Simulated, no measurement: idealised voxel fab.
process module | voxel trench capacitor
The figure presents cross-section cut, which has a width of 185 nm and is divided into square cells with an edge length of 5 nm.
In this document a cross-section is written as a grid of square cells. It is given as a series of bands, listed from the top down, and a band is one or more rows of cells.
In this notation a band is specified by the heights of its top and bottom, in that order and in nm, after which its materials appear from left to right, each paired with its width in nm. The word "throughout" attached to a single material means that material fills the band from edge to edge; the word "blank" stands for empty space.
Heights are reckoned from 0. Under this level, the received wafer is all of one material. The bottommost band is open-ended downward, for example "0 -> down".
When a width is written as two numbers, as in "30..40", the first number is the width in the top row of cells of the band and the second is the width in its bottom row, and the width changes by the same amount from each row to the next.
"no alteration", as given for a step, is the statement that not any cell of the cross-section underwent a change during that step.
"Closed internal cavities" specifies each empty space that is not open to the top and that occupies no fewer than 8 cells, using the form width x height at distance, the distance measured from the left edge and all three quantities in nm.
Whatever follows a step's settings on its line is a remark the simulator itself makes about that step.
The setting "overlay nm" may be written on the line of a step. When the step uses a mask, the value reports how far to the right of the planned place the mask lay, and a negative value reports that it lay to the left.

# Listed below are the process steps as planned
1) RECEIVE | material Si
2) CONFORMAL_DEP | material SiN | thk nm 10
3) DIRECTIONAL_DEP | material aC | thk nm 15
4) PATTERN | tone open | mask id TRENCH | material resist | width nm 30 | pitch nm 50 | thk nm 35 | overlay nm 0
5) DIRECTIONAL_ETCH | etch materials aC | depth nm 15
6) STRIP | etch materials resist
7) DIRECTIONAL_ETCH | etch materials SiN | depth nm 10
8) DIRECTIONAL_ETCH | etch materials Si | depth nm 25
9) STRIP | etch materials aC
10) CONFORMAL_DEP | material Al2O3 | thk nm 5
11) CONFORMAL_DEP | material TiN | thk nm 5
12) FILL_DEP | material W | thk nm 5
13) CMP | height nm 10

# Below: the first of two wafers, run as planned

# Wafer cross-section on receipt, i.e. after step 1
* 0 -> down | Si throughout
* Closed internal cavities: none

# Wafer xsec, post step 2
* 10 -> 0 | SiN throughout
* Under 0: no change, same as before.

# Wafer xsec, post step 3
* 25 -> 10 | aC throughout
* Under 10: no change, same as before.

# Wafer xsec, post step 4
* 60 -> 25 | resist (50), then blank (30), then resist (20), then blank (30), then resist (55)
* Under 25: no change, same as before.

# Wafer xsec, post step 5
* 45 -> 25 | resist (50), then blank (30), then resist (20), then blank (30), then resist (55)
* 25 -> 10 | aC (50), then blank (30), then aC (20), then blank (30), then aC (55)
* Under 10: no change, same as before.

# Wafer xsec, post step 6
* 25 -> 10 | aC (50), then blank (30), then aC (20), then blank (30), then aC (55)
* Under 10: no change, same as before.

# Wafer xsec, post step 7
* 25 -> 10 | aC (50), then blank (30), then aC (20), then blank (30), then aC (55)
* 10 -> 0 | SiN (50), then blank (30), then SiN (20), then blank (30), then SiN (55)
* Under 0: no change, same as before.

# Wafer xsec, post step 8
* 25 -> 10 | aC (50), then blank (30), then aC (20), then blank (30), then aC (55)
* 10 -> 0 | SiN (50), then blank (30), then SiN (20), then blank (30), then SiN (55)
* 0 -> -25 | Si (50), then blank (30), then Si (20), then blank (30), then Si (55)
* Under -25: no change, same as before.

# Wafer xsec, post step 9
* 10 -> 0 | SiN (50), then blank (30), then SiN (20), then blank (30), then SiN (55)
* Under 0: no change, same as before.

# Wafer xsec, post step 10
* 15 -> 10 | Al2O3 (55), then blank (20), then Al2O3 (30), then blank (20), then Al2O3 (60)
* 10 -> 0 | SiN (50), then Al2O3 (5), then blank (20), then Al2O3 (5), then SiN (20), then Al2O3 (5), then blank (20), then Al2O3 (5), then SiN (55)
* 0 -> -20 | Si (50), then Al2O3 (5), then blank (20), then Al2O3 (5), then Si (20), then Al2O3 (5), then blank (20), then Al2O3 (5), then Si (55)
* -20 -> -25 | Si (50), then Al2O3 (30), then Si (20), then Al2O3 (30), then Si (55)
* Under -25: no change, same as before.

# Wafer xsec, post step 11
* 20 -> 15 | TiN (60), then blank (10), then TiN (40), then blank (10), then TiN (65)
* 15 -> 10 | Al2O3 (55), then TiN (5), then blank (10), then TiN (5), then Al2O3 (30), then TiN (5), then blank (10), then TiN (5), then Al2O3 (60)
* 10 -> 0 | SiN (50), then Al2O3 (5), then TiN (5), then blank (10), then TiN (5), then Al2O3 (5), then SiN (20), then Al2O3 (5), then TiN (5), then blank (10), then TiN (5), then Al2O3 (5), then SiN (55)
* 0 -> -15 | Si (50), then Al2O3 (5), then TiN (5), then blank (10), then TiN (5), then Al2O3 (5), then Si (20), then Al2O3 (5), then TiN (5), then blank (10), then TiN (5), then Al2O3 (5), then Si (55)
* -15 -> -20 | Si (50), then Al2O3 (5), then TiN (20), then Al2O3 (5), then Si (20), then Al2O3 (5), then TiN (20), then Al2O3 (5), then Si (55)
* Under -20: no change, same as before.

# Wafer xsec, post step 12
* 25 -> 20 | W throughout
* 20 -> 15 | TiN (60), then W (10), then TiN (40), then W (10), then TiN (65)
* 15 -> 10 | Al2O3 (55), then TiN (5), then W (10), then TiN (5), then Al2O3 (30), then TiN (5), then W (10), then TiN (5), then Al2O3 (60)
* 10 -> 0 | SiN (50), then Al2O3 (5), then TiN (5), then W (10), then TiN (5), then Al2O3 (5), then SiN (20), then Al2O3 (5), then TiN (5), then W (10), then TiN (5), then Al2O3 (5), then SiN (55)
* 0 -> -15 | Si (50), then Al2O3 (5), then TiN (5), then W (10), then TiN (5), then Al2O3 (5), then Si (20), then Al2O3 (5), then TiN (5), then W (10), then TiN (5), then Al2O3 (5), then Si (55)
* Under -15: no change, same as before.

# Wafer xsec, post step 13
* 10 -> 0 | SiN (50), then Al2O3 (5), then TiN (5), then W (10), then TiN (5), then Al2O3 (5), then SiN (20), then Al2O3 (5), then TiN (5), then W (10), then TiN (5), then Al2O3 (5), then SiN (55)
* Under 0: no change, same as before.

# Regarding the second of the two wafers: it shared the first wafer's starting condition and process plan, yet one error occurred during its execution. Its history coincides with that of the first wafer up to and including step 9

# Second wafer profile in section, at the moment step 10 of the plan was meant to be complete
* 15 -> 0 | SiN (55), then blank (20), then SiN (30), then blank (20), then SiN (60)
* 0 -> -20 | Si (50), then SiN (5), then blank (20), then SiN (5), then Si (20), then SiN (5), then blank (20), then SiN (5), then Si (55)
* -20 -> -25 | Si (50), then SiN (30), then Si (20), then SiN (30), then Si (55)
* Under -25: no change, same as before.

# Second wafer profile in section, at the moment step 11 of the plan was meant to be complete
* 20 -> 15 | TiN (60), then blank (10), then TiN (40), then blank (10), then TiN (65)
* 15 -> 0 | SiN (55), then TiN (5), then blank (10), then TiN (5), then SiN (30), then TiN (5), then blank (10), then TiN (5), then SiN (60)
* 0 -> -15 | Si (50), then SiN (5), then TiN (5), then blank (10), then TiN (5), then SiN (5), then Si (20), then SiN (5), then TiN (5), then blank (10), then TiN (5), then SiN (5), then Si (55)
* -15 -> -20 | Si (50), then SiN (5), then TiN (20), then SiN (5), then Si (20), then SiN (5), then TiN (20), then SiN (5), then Si (55)
* Under -20: no change, same as before.

# Second wafer profile in section, at the moment step 12 of the plan was meant to be complete
* 25 -> 20 | W throughout
* 20 -> 15 | TiN (60), then W (10), then TiN (40), then W (10), then TiN (65)
* 15 -> 0 | SiN (55), then TiN (5), then W (10), then TiN (5), then SiN (30), then TiN (5), then W (10), then TiN (5), then SiN (60)
* 0 -> -15 | Si (50), then SiN (5), then TiN (5), then W (10), then TiN (5), then SiN (5), then Si (20), then SiN (5), then TiN (5), then W (10), then TiN (5), then SiN (5), then Si (55)
* Under -15: no change, same as before.

# Second wafer profile in section, at the moment step 13 of the plan was meant to be complete
* 10 -> 0 | SiN (55), then TiN (5), then W (10), then TiN (5), then SiN (30), then TiN (5), then W (10), then TiN (5), then SiN (60)
* Under 0: no change, same as before.
What was the processing mistake? note that step 10 departed from the planned setting and was carried out as CONFORMAL_DEP | material SiN | thk nm 5
at the end the second wafer has, in cells: Al2O3: 36 fewer; SiN: 36 more
